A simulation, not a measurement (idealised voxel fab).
The process module that follows is named voxel self aligned contacts.
Xsec cut, 240 nm wide, square cell size 5 nm.
If you're reading a cross-section in this doc, picture square cells in a grid; it comes to you as bands, top ones listed first down to the bottom, and a band can be one or more rows of cells.
Band entry format. Leading values: height of top, height of bottom, nm. Remainder: materials in left-to-right order, each with its width in nm. Special words: "all across" on a single material, which then fills the band edge to edge; "air", empty space.
Counting heights begins at 0, where everything beneath is, in the wafer as received, one material. The lowest band has no bottom; it goes on downwards, as "top 0, no bottom" shows.
A two-number width, for instance "30..40", indicates that the width is equal to the first number in the top row of the band and to the second number in the bottom row, and that it changes by a constant amount per row of cells.
What does "all unchanged" mean for a step? It means no cell of the cross-section changed in that step.
"Completely enclosed voids" - sealed voids, min. 8 cells, no opening to top; format: width x height at distance (distance from left edge; nm throughout).
If you see something after the settings on a step's line, that's the simulator's own remark about that step.
overlay nm: how far to the right of its planned place the mask lay on this masked step (negative: to the left).
Intended process steps:
1 RECEIVE (material Si)
2 OXIDIZE (depth nm 5)
3 DIRECTIONAL_DEP (material polySi; thk nm 30)
4 DIRECTIONAL_DEP (material SiN; thk nm 20)
5 PATTERN (tone cover; mask id GATE; material resist; width nm 35; pitch nm 70; thk nm 15; overlay nm 0)
6 DIRECTIONAL_ETCH (etch materials SiN; depth nm 20)
7 DIRECTIONAL_ETCH (etch materials polySi; depth nm 30)
8 STRIP (etch materials resist)
9 CONFORMAL_DEP (material SiN; thk nm 10)
10 DIRECTIONAL_ETCH (etch materials SiN; depth nm 10)
11 FILL_DEP (material SiO2; thk nm 15)
12 CMP (height nm 60)
13 DIRECTIONAL_DEP (material aC; thk nm 10)
14 PATTERN (tone open; mask id CONTACT; material resist; width nm 55; pitch nm 70; thk nm 30; overlay nm 0)
15 DIRECTIONAL_ETCH (etch materials aC; depth nm 10)
16 STRIP (etch materials resist)
17 DIRECTIONAL_ETCH (etch materials SiO2; depth nm 65)
18 STRIP (etch materials aC)
19 CONFORMAL_DEP (material TiN; thk nm 5)
20 FILL_DEP (material W; thk nm 5)
21 CMP (height nm 60)
22 CONFORMAL_DEP (material SiCN; thk nm 5)
As-received wafer cross-section (after step 1):
* top 0, no bottom  Si all across
* Completely enclosed voids: none
Post-module cross-section of the first of two wafers (run per plan):
* top 65, bottom 60  SiCN all across
* top 60, bottom 50  SiO2=55; TiN=5..25; W=45..5; TiN=5..25; SiO2=15; TiN=5..25; W=45..5; TiN=5..25; SiO2=60
* top 50, bottom 30  SiO2=20; SiN=55; TiN=5; W=5; TiN=5; SiN=55; TiN=5; W=5; TiN=5; SiN=55; SiO2=25
* top 30, bottom 0  SiO2=20; SiN=10; polySi=35; SiN=10; TiN=5; W=5; TiN=5; SiN=10; polySi=35; SiN=10; TiN=5; W=5; TiN=5; SiN=10; polySi=35; SiN=10; SiO2=25
* top 0, bottom -5  SiO2=75; TiN=15; SiO2=55; TiN=15; SiO2=80
* top -5, no bottom  Si all across
* Completely enclosed voids: none
What the second wafer looks like in cross-section once the module is done. Its start and its plan matched the first wafer's exactly; what differed was one mistake in how it was run:
* top 65, bottom 60  SiCN all across
* top 60, bottom 50  SiO2=65; TiN=5..15; W=45..5; TiN=5..35; SiO2=15; TiN=5..15; W=45..5; TiN=5..35; SiO2=50
* top 50, bottom 30  SiO2=20; SiN=55; TiN=5; W=5; TiN=5; SiN=55; TiN=5; W=5; TiN=5; SiN=55; SiO2=25
* top 30, bottom 0  SiO2=20; SiN=10; polySi=35; SiN=10; TiN=5; W=5; TiN=5; SiN=10; polySi=35; SiN=10; TiN=5; W=5; TiN=5; SiN=10; polySi=35; SiN=10; SiO2=25
* top 0, bottom -5  SiO2=75; TiN=15; SiO2=55; TiN=15; SiO2=80
* top -5, no bottom  Si all across
* Completely enclosed voids: none
What was done differently from what was planned? not per plan at step 14, really ran PATTERN (tone open; mask id CONTACT; material resist; width nm 55; pitch nm 70; thk nm 30; overlay nm 10)
So at the finish, the second wafer's got exactly as many cells of each material as the first, just not in the same spots.
